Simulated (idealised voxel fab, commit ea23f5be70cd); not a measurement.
voxel plated lines: a process module
We display cut, a cross-section 155 nm in width whose square cells are each 5 nm.
Cross-sections here: square-cell grids, written as top-down lists of bands, a band being one or more rows of cells.
First you get the band's top height and its bottom height, in nm, and then the materials it's made of, left to right, with each width in nm. If you see a single material with "everywhere", that one covers the band edge to edge. "empty" is empty space.
Where do heights start? At 0: under that level the wafer as delivered is made of one material only. And the lowest band has no floor; it just carries on downward, as in "top 0, no bottom".
Note: "30 to 40" means the width goes from the first number (top row of the band) to the second number (bottom row) in equal steps per row of cells.
"no modifications" means the step left every cell of the cross-section as it was.
Enclosed voids (no open way to top), threshold 8 cells or more, entry "Closed empty spaces", notation width x height at distance, distance from left edge, nm.
On a step's line, text after the settings is the simulator commenting on that step.
overlay nm: mask right of planned place by this much (step with mask). Neg. = left.
### Below is the list of planned process steps
1: op RECEIVE | material Si
2: op CONFORMAL_DEP | material SiO2 | thk nm 15
3: op DIRECTIONAL_DEP | material TiN | thk nm 5
4: op PATTERN | tone open | mask id LINES | material resist | width nm 25 | pitch nm 45 | thk nm 35 | overlay nm 0
5: op EPI | material Ru | thk nm 10
6: op EPI | material Ru | thk nm 5
7: op EPI | material Ru | thk nm 10
8: op STRIP | etch materials resist
9: op DIRECTIONAL_ETCH | etch materials TiN | depth nm 5
10: op CONFORMAL_DEP | material SiCN | thk nm 5
### Wafer, first of two, run as planned
### Received-state cross-section, reflecting completion of step 1
  top 0, no bottom: Si everywhere
  Closed empty spaces: none
### So this is the wafer cross-section right after step 2
  top 15, bottom 0: SiO2 everywhere
  below 0: unchanged
### So this is the wafer cross-section right after step 3
  top 20, bottom 15: TiN everywhere
  below 15: unchanged
### So this is the wafer cross-section right after step 4
  top 55, bottom 20: 40 of resist, then 25 of empty, then 20 of resist, then 25 of empty, then 45 of resist
  below 20: unchanged
### So this is the wafer cross-section right after step 5
  top 55, bottom 30: 40 of resist, then 25 of empty, then 20 of resist, then 25 of empty, then 45 of resist
  top 30, bottom 20: 40 of resist, then 25 of Ru, then 20 of resist, then 25 of Ru, then 45 of resist
  below 20: unchanged
### So this is the wafer cross-section right after step 6
  top 55, bottom 35: 40 of resist, then 25 of empty, then 20 of resist, then 25 of empty, then 45 of resist
  top 35, bottom 20: 40 of resist, then 25 of Ru, then 20 of resist, then 25 of Ru, then 45 of resist
  below 20: unchanged
### So this is the wafer cross-section right after step 7
  top 55, bottom 45: 40 of resist, then 25 of empty, then 20 of resist, then 25 of empty, then 45 of resist
  top 45, bottom 20: 40 of resist, then 25 of Ru, then 20 of resist, then 25 of Ru, then 45 of resist
  below 20: unchanged
### So this is the wafer cross-section right after step 8
  top 45, bottom 20: 40 of empty, then 25 of Ru, then 20 of empty, then 25 of Ru, then 45 of empty
  below 20: unchanged
### So this is the wafer cross-section right after step 9
  top 45, bottom 20: 40 of empty, then 25 of Ru, then 20 of empty, then 25 of Ru, then 45 of empty
  top 20, bottom 15: 40 of empty, then 25 of TiN, then 20 of empty, then 25 of TiN, then 45 of empty
  below 15: unchanged
### So this is the wafer cross-section right after step 10
  top 50, bottom 45: 35 of empty, then 35 of SiCN, then 10 of empty, then 35 of SiCN, then 40 of empty
  top 45, bottom 20: 35 of empty, then 5 of SiCN, then 25 of Ru, then 5 of SiCN, then 10 of empty, then 5 of SiCN, then 25 of Ru, then 5 of SiCN, then 40 of empty
  top 20, bottom 15: 40 of SiCN, then 25 of TiN, then 20 of SiCN, then 25 of TiN, then 45 of SiCN
  below 15: unchanged
### Second wafer, same starting state and plan as the first, one mistake in the run, identical through step 1
### Second wafer cross-section, taken as of the time the plan sets for step 2 to be done
  top 30, bottom 0: SiO2 everywhere
  below 0: unchanged
### Second wafer cross-section, taken as of the time the plan sets for step 3 to be done
  top 35, bottom 30: TiN everywhere
  below 30: unchanged
### Second wafer cross-section, taken as of the time the plan sets for step 4 to be done
  top 70, bottom 35: 40 of resist, then 25 of empty, then 20 of resist, then 25 of empty, then 45 of resist
  below 35: unchanged
### Second wafer cross-section, taken as of the time the plan sets for step 5 to be done
  top 70, bottom 45: 40 of resist, then 25 of empty, then 20 of resist, then 25 of empty, then 45 of resist
  top 45, bottom 35: 40 of resist, then 25 of Ru, then 20 of resist, then 25 of Ru, then 45 of resist
  below 35: unchanged
### Second wafer cross-section, taken as of the time the plan sets for step 6 to be done
  top 70, bottom 50: 40 of resist, then 25 of empty, then 20 of resist, then 25 of empty, then 45 of resist
  top 50, bottom 35: 40 of resist, then 25 of Ru, then 20 of resist, then 25 of Ru, then 45 of resist
  below 35: unchanged
### Second wafer cross-section, taken as of the time the plan sets for step 7 to be done
  top 70, bottom 60: 40 of resist, then 25 of empty, then 20 of resist, then 25 of empty, then 45 of resist
  top 60, bottom 35: 40 of resist, then 25 of Ru, then 20 of resist, then 25 of Ru, then 45 of resist
  below 35: unchanged
### Second wafer cross-section, taken as of the time the plan sets for step 8 to be done
  top 60, bottom 35: 40 of empty, then 25 of Ru, then 20 of empty, then 25 of Ru, then 45 of empty
  below 35: unchanged
### Second wafer cross-section, taken as of the time the plan sets for step 9 to be done
  top 60, bottom 35: 40 of empty, then 25 of Ru, then 20 of empty, then 25 of Ru, then 45 of empty
  top 35, bottom 30: 40 of empty, then 25 of TiN, then 20 of empty, then 25 of TiN, then 45 of empty
  below 30: unchanged
### Second wafer cross-section, taken as of the time the plan sets for step 10 to be done
  top 65, bottom 60: 35 of empty, then 35 of SiCN, then 10 of empty, then 35 of SiCN, then 40 of empty
  top 60, bottom 35: 35 of empty, then 5 of SiCN, then 25 of Ru, then 5 of SiCN, then 10 of empty, then 5 of SiCN, then 25 of Ru, then 5 of SiCN, then 40 of empty
  top 35, bottom 30: 40 of SiCN, then 25 of TiN, then 20 of SiCN, then 25 of TiN, then 45 of SiCN
  below 30: unchanged
In executing the process, a mistake was made relative to the plan: in the plan, step 2 was performed twice
End of process, cell counts, second wafer against first, materials with more or fewer: SiO2: 93 more
